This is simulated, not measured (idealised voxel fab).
Name of the process module below: voxel trench capacitor
The cross-section on display is named cut; it measures 280 nm wide, and its cells are 5 nm squares.
Throughout this document, each cross-section is represented as a grid of square cells and is presented as a sequence of bands enumerated from the top downward, where a band comprises one or more rows of cells.
Heights first: top, then bottom, in nm. Then materials, left to right, each with a width in nm. "everywhere" on a single material: fills the band edge to edge. "air": empty space.
The level at which height equals 0 is the one under which the wafer, as it arrives, is entirely one material. No lower edge exists for the bottom band, which continues downward and is notated as in "top 0, no bottom".
The notation "30..40" denotes a width that varies across the rows of cells in the band, beginning at the first number in the top row, finishing at the second number in the bottom row, and changing by an identical amount from each row to the next.
The cross-section has no changed cell in any step marked "no modification".
So "Closed void list" is basically the list of trapped voids: any empty space of 8 cells or more that can't reach the top through an opening. They're written width x height at distance, the distance being from the left edge, and it's all nm.
after a step's settings: what the simulator itself notes on the step
overlay nm: mask right of planned place by this much (step with mask). Neg. = left.
# This section lists the process steps that were planned
| 1 | RECEIVE with material Si |
| 2 | CONFORMAL_DEP with material SiN, thk nm 10 |
| 3 | MASKED_ETCH with tone open, mask id TRENCH, width nm 25, pitch nm 55, etch materials SiN, depth nm 10, overlay nm 0 |
| 4 | MASKED_ETCH with tone open, mask id TRENCH, width nm 25, pitch nm 55, etch materials Si, depth nm 30, overlay nm 0 |
| 5 | CONFORMAL_DEP with material SiO2, thk nm 5 |
| 6 | FILL_DEP with material polySi, thk nm 5 |
| 7 | CMP with height nm 10 |
# Of two wafers, the first: run according to plan
# As-received wafer cross-section (after step 1)
> top 0, no bottom  Si everywhere
> Closed void list: none
# Upon completion of step 2, the wafer appears in cross-section as shown
> top 10, bottom 0  SiN everywhere
> Below 0 it's all the same as before, nothing changed down there.
# Upon completion of step 3, the wafer appears in cross-section as shown
> top 10, bottom 0  SiN (45), then air (25), then SiN (30), then air (25), then SiN (30), then air (25), then SiN (30), then air (25), then SiN (45)
> Below 0 it's all the same as before, nothing changed down there.
# Upon completion of step 4, the wafer appears in cross-section as shown
> top 10, bottom 0  SiN (45), then air (25), then SiN (30), then air (25), then SiN (30), then air (25), then SiN (30), then air (25), then SiN (45)
> top 0, bottom -30  Si (45), then air (25), then Si (30), then air (25), then Si (30), then air (25), then Si (30), then air (25), then Si (45)
> Below -30 it's all the same as before, nothing changed down there.
# Upon completion of step 5, the wafer appears in cross-section as shown
> top 15, bottom 10  SiO2 (50), then air (15), then SiO2 (40), then air (15), then SiO2 (40), then air (15), then SiO2 (40), then air (15), then SiO2 (50)
> top 10, bottom 0  SiN (45), then SiO2 (5), then air (15), then SiO2 (5), then SiN (30), then SiO2 (5), then air (15), then SiO2 (5), then SiN (30), then SiO2 (5), then air (15), then SiO2 (5), then SiN (30), then SiO2 (5), then air (15), then SiO2 (5), then SiN (45)
> top 0, bottom -25  Si (45), then SiO2 (5), then air (15), then SiO2 (5), then Si (30), then SiO2 (5), then air (15), then SiO2 (5), then Si (30), then SiO2 (5), then air (15), then SiO2 (5), then Si (30), then SiO2 (5), then air (15), then SiO2 (5), then Si (45)
> top -25, bottom -30  Si (45), then SiO2 (25), then Si (30), then SiO2 (25), then Si (30), then SiO2 (25), then Si (30), then SiO2 (25), then Si (45)
> Below -30 it's all the same as before, nothing changed down there.
# Upon completion of step 6, the wafer appears in cross-section as shown
> top 20, bottom 15  polySi everywhere
> top 15, bottom 10  SiO2 (50), then polySi (15), then SiO2 (40), then polySi (15), then SiO2 (40), then polySi (15), then SiO2 (40), then polySi (15), then SiO2 (50)
> top 10, bottom 0  SiN (45), then SiO2 (5), then polySi (15), then SiO2 (5), then SiN (30), then SiO2 (5), then polySi (15), then SiO2 (5), then SiN (30), then SiO2 (5), then polySi (15), then SiO2 (5), then SiN (30), then SiO2 (5), then polySi (15), then SiO2 (5), then SiN (45)
> top 0, bottom -25  Si (45), then SiO2 (5), then polySi (15), then SiO2 (5), then Si (30), then SiO2 (5), then polySi (15), then SiO2 (5), then Si (30), then SiO2 (5), then polySi (15), then SiO2 (5), then Si (30), then SiO2 (5), then polySi (15), then SiO2 (5), then Si (45)
> Below -25 it's all the same as before, nothing changed down there.
# Upon completion of step 7, the wafer appears in cross-section as shown
> top 10, bottom 0  SiN (45), then SiO2 (5), then polySi (15), then SiO2 (5), then SiN (30), then SiO2 (5), then polySi (15), then SiO2 (5), then SiN (30), then SiO2 (5), then polySi (15), then SiO2 (5), then SiN (30), then SiO2 (5), then polySi (15), then SiO2 (5), then SiN (45)
> Below 0 it's all the same as before, nothing changed down there.
# Here the second wafer is described. Its start and its plan were those of the first wafer. Its run contained one mistake. Up to and including step 2, it did exactly what the first wafer did
# Second wafer, cut view, end of step 3 per plan
> top 10, bottom 0  air (45), then SiN (25), then air (30), then SiN (25), then air (30), then SiN (25), then air (30), then SiN (25), then air (45)
> Below 0 it's all the same as before, nothing changed down there.
Second wafer, cut view, end of step 4 per plan: no modification
# Second wafer, cut view, end of step 5 per plan
> top 15, bottom 10  air (40), then SiO2 (35), then air (20), then SiO2 (35), then air (20), then SiO2 (35), then air (20), then SiO2 (35), then air (40)
> top 10, bottom 5  air (40), then SiO2 (5), then SiN (25), then SiO2 (5), then air (20), then SiO2 (5), then SiN (25), then SiO2 (5), then air (20), then SiO2 (5), then SiN (25), then SiO2 (5), then air (20), then SiO2 (5), then SiN (25), then SiO2 (5), then air (40)
> top 5, bottom 0  SiO2 (45), then SiN (25), then SiO2 (30), then SiN (25), then SiO2 (30), then SiN (25), then SiO2 (30), then SiN (25), then SiO2 (45)
> Below 0 it's all the same as before, nothing changed down there.
# Second wafer, cut view, end of step 6 per plan
> top 20, bottom 15  polySi everywhere
> top 15, bottom 10  polySi (40), then SiO2 (35), then polySi (20), then SiO2 (35), then polySi (20), then SiO2 (35), then polySi (20), then SiO2 (35), then polySi (40)
> top 10, bottom 5  polySi (40), then SiO2 (5), then SiN (25), then SiO2 (5), then polySi (20), then SiO2 (5), then SiN (25), then SiO2 (5), then polySi (20), then SiO2 (5), then SiN (25), then SiO2 (5), then polySi (20), then SiO2 (5), then SiN (25), then SiO2 (5), then polySi (40)
> Below 5 it's all the same as before, nothing changed down there.
# Second wafer, cut view, end of step 7 per plan
> top 10, bottom 5  polySi (40), then SiO2 (5), then SiN (25), then SiO2 (5), then polySi (20), then SiO2 (5), then SiN (25), then SiO2 (5), then polySi (20), then SiO2 (5), then SiN (25), then SiO2 (5), then polySi (20), then SiO2 (5), then SiN (25), then SiO2 (5), then polySi (40)
> Below 5 it's all the same as before, nothing changed down there.
Heads up, the wafer didn't run the way we planned it: step 3 was processed under conditions differing from the plan, specifically as MASKED_ETCH with tone cover, mask id TRENCH, width nm 25, pitch nm 55, etch materials SiN, depth nm 10, overlay nm 0
Per the end-of-run cell counts, the second wafer holds more or fewer of some materials than the first: 120 more of Si; 32 fewer of SiN; 32 fewer of SiO2; 56 fewer of polySi
